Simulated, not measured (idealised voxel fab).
Documented hereafter: the process module known as voxel tone inversion.
Displayed cross-section: cut, width of 190 nm, square cells sized 5 nm.
Notation: cross-section as square-cell grid; stated in bands, top first, going down; one or more cell rows per band. It is stipulated that each band's entry specify, in nanometres, the height of the top of the band and then that of its bottom, followed by the materials of the band in left-to-right sequence, each together with its width in nanometres. A single material marked by the word "throughout" is understood to fill the band from edge to edge; the word "blank" is understood to denote empty space. Beneath 0, the wafer as received is one material, and that level is where height counting begins. The lowest band goes on downward without a bottom; it is written like "z 0 and below". You'd read "30 to 40" like this: the band's top row of cells is as wide as the first number, its bottom row is as wide as the second, and going down, every row changes width by the same amount as the row before did. "nothing altered" -> step changed no cross-section cell. Enclosed voids (no open way to top), threshold 8 cells or more, entry "Sealed voids", notation width x height at distance, distance from left edge, nm. Heads up: the bit after the settings on a step's line is the simulator's remark on that step. The optional step-line setting "overlay nm" applies to steps with a mask and quantifies how far to the right of its planned location the mask lay, a negative value indicating leftward placement.
[Process steps (planned)]
step 1: RECEIVE | material Si
step 2: CONFORMAL_DEP | material SiN | thk nm 10
step 3: DIRECTIONAL_DEP | material polySi | thk nm 15
step 4: PATTERN | tone cover | mask id POSTS | material resist | width nm 25 | pitch nm 45 | thk nm 25 | overlay nm 0
step 5: DIRECTIONAL_ETCH | etch materials polySi | depth nm 15
step 6: STRIP | etch materials resist
step 7: FILL_DEP | material SiO2 | thk nm 5
step 8: CMP | height nm 25
step 9: STRIP | etch materials polySi
[Cross-section of the wafer upon arrival, representing the state reached after step 1]
z 0 and below: Si throughout
Sealed voids: none
[Cross-section, end of module. Start: as above. Plan: as above. Execution: one mistake]
z 25 to 15: SiN throughout
z 15 to 0: polySi throughout
z 0 and below: Si throughout
Sealed voids: none
Against the plan, the run slipped here: steps 2 and 3 swapped
